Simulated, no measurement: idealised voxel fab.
The following is a process module called voxel quadruple lines.
Section cut is 300 nm wide and gridded with 5 nm square cells.
Just so we're on the same page, the cross-sections are grids of square cells, and they're listed out in bands top to bottom, each band one or more rows deep. Quick guide to a band line: top height, bottom height (nm) up front; then every material left to right with its width in nm. Only one material and it's marked "full width"? Then it fills the band edge to edge. And "empty" just means empty space. Beneath 0, the wafer as received is one material, and that level is where height counting begins. The lowest band goes on downward without a bottom; it is written like "z 0 and below". The expression "30->40" gives the width at the extremes of the band, the first number at its top row of cells and the second at its bottom row, with the width changing by equal amounts from each row to the next in between. What does "same as before" mean for a step? It means no cell of the cross-section changed in that step. "Enclosed empty spaces": empty spaces of 8 cells or more with no open way to the top, each given as width x height at distance, distance from the left edge, all in nm. On each step's line, the part that comes after the settings is the simulator's own comment on the step. overlay nm: for a step with a mask, the amount by which the mask lay right of where it was planned; a negative amount means left of it.
### Planned step list for the process
| 1 | RECEIVE, material Si |
| 2 | CONFORMAL_DEP, material Al2O3, thk nm 10 |
| 3 | DIRECTIONAL_DEP, material W, thk nm 10 |
| 4 | DIRECTIONAL_DEP, material polySi, thk nm 20 |
| 5 | DIRECTIONAL_DEP, material aC, thk nm 25 |
| 6 | PATTERN, tone cover, mask id MANDREL, material resist, width nm 25, pitch nm 80, thk nm 35, overlay nm 0 |
| 7 | DIRECTIONAL_ETCH, etch materials aC, depth nm 25 |
| 8 | STRIP, etch materials resist |
| 9 | CONFORMAL_DEP, material SiO2, thk nm 15 |
| 10 | DIRECTIONAL_ETCH, etch materials SiO2, depth nm 15 |
| 11 | STRIP, etch materials aC |
| 12 | DIRECTIONAL_ETCH, etch materials polySi, depth nm 20 |
| 13 | STRIP, etch materials SiO2 |
| 14 | CONFORMAL_DEP, material SiN, thk nm 5 |
| 15 | DIRECTIONAL_ETCH, etch materials SiN, depth nm 5 |
| 16 | STRIP, etch materials polySi |
| 17 | DIRECTIONAL_ETCH, etch materials W, depth nm 10 |
| 18 | STRIP, etch materials SiN |
| 19 | FILL_DEP, material lowk, thk nm 10 |
| 20 | CMP, height nm 20 |
### As-received state of the wafer in cross-section, equivalent to post-step 1
z 0 and below  Si full width
Enclosed empty spaces: none
### Cross-section taken at module completion on the first of two wafers; processed per the plan
z 20 to 10  lowk (75) | W (5) | lowk (15) | W (5) | lowk (15) | W (5) | lowk (15) | W (5) | lowk (15) | W (5) | lowk (15) | W (5) | lowk (15) | W (5) | lowk (15) | W (5) | lowk (80)
z 10 to 0  Al2O3 full width
z 0 and below  Si full width
Enclosed empty spaces: none
### Second wafer cross-section at end of module - shared start and plan with the first, one mistake in the run
z 20 to 10  lowk (65) | W (5) | lowk (15) | W (5) | lowk (15) | W (5) | lowk (15) | W (5) | lowk (15) | W (5) | lowk (15) | W (5) | lowk (15) | W (5) | lowk (15) | W (5) | lowk (90)
z 10 to 0  Al2O3 full width
z 0 and below  Si full width
Enclosed empty spaces: none
Deviation noted in wafer processing: it should be noted that step 6 was executed with settings other than those planned, the operation and settings actually applied being PATTERN, tone cover, mask id MANDREL, material resist, width nm 25, pitch nm 80, thk nm 35, overlay nm -10
Heads up: at the end the two wafers have identical cell counts per material, they're just laid out differently.
